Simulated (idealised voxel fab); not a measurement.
This is a process module. Its name is voxel fin reveal.
Each square cell in cross-section cut measures 5 nm, and the section as a whole is 275 nm wide.
For the purposes of this document, a cross-section shall be understood as a grid of square cells, specified as bands listed in top-to-bottom order, each band consisting of one or more rows of cells. Band: top and bottom heights (nm) first, top before bottom; then materials from left to right, widths in nm. "throughout" marks a sole material filling the band edge to edge. "empty" denotes empty space. Where do heights start? At 0: under that level the wafer as delivered is made of one material only. And the lowest band has no floor; it just carries on downward, as in "0..down". The notation "30..40" denotes a width that varies across the rows of cells in the band, beginning at the first number in the top row, finishing at the second number in the bottom row, and changing by an identical amount from each row to the next. Take "identical to before" at face value: in the step it is given for, the cross-section changed in none of its cells. "Sealed void inventory" enumerates empty spaces isolated from the top, with no open way to it, that contain at least 8 cells, giving each as width x height at distance from the left edge, all three in nm. Heads up: the bit after the settings on a step's line is the simulator's remark on that step. overlay nm: step with mask; distance mask lay right of planned place; negative value = left of planned place.

These are the steps we planned for the process
| 1 | RECEIVE, material Si |
| 2 | CONFORMAL_DEP, material SiN, thk nm 5 |
| 3 | MASKED_ETCH, tone cover, mask id FINS, width nm 15, pitch nm 35, etch materials SiN, depth nm 5, overlay nm 0 |
| 4 | MASKED_ETCH, tone cover, mask id FINS, width nm 15, pitch nm 35, etch materials Si, depth nm 40, overlay nm 0 |
| 5 | OXIDIZE, depth nm 5 |
| 6 | FILL_DEP, material SiO2, thk nm 15 |
| 7 | CMP, height nm 5 |
| 8 | SELECTIVE_ETCH, etch materials SiO2, depth nm 20 |
| 9 | STRIP, etch materials SiN |

As received, after step 1
0..down | Si throughout
Sealed void inventory: none

Wafer cross-section at module end: first of two, run to plan
0..-15 | 80 empty, 5 Si, 30 empty, 5 Si, 30 empty, 5 Si, 30 empty, 5 Si, 85 empty
-15..-45 | 80 SiO2, 5 Si, 30 SiO2, 5 Si, 30 SiO2, 5 Si, 30 SiO2, 5 Si, 85 SiO2
-45..down | Si throughout
Sealed void inventory: none

Cross-section, wafer two of two, end of module: same start and plan as wafer one, one error in execution
0..-15 | 80 empty, 10 Si, 25 empty, 10 Si, 25 empty, 10 Si, 25 empty, 10 Si, 80 empty
-15..-45 | 80 SiO2, 10 Si, 25 SiO2, 10 Si, 25 SiO2, 10 Si, 25 SiO2, 10 Si, 80 SiO2
-45..down | Si throughout
Sealed void inventory: none
What was the processing mistake? step 3: run off-plan, actual operation and settings MASKED_ETCH, tone cover, mask id FINS, width nm 20, pitch nm 35, etch materials SiN, depth nm 5, overlay nm 0
Upon completion, the second wafer contains, in terms of cells, a greater or smaller amount of certain materials than the first wafer: +36 Si, -24 SiO2
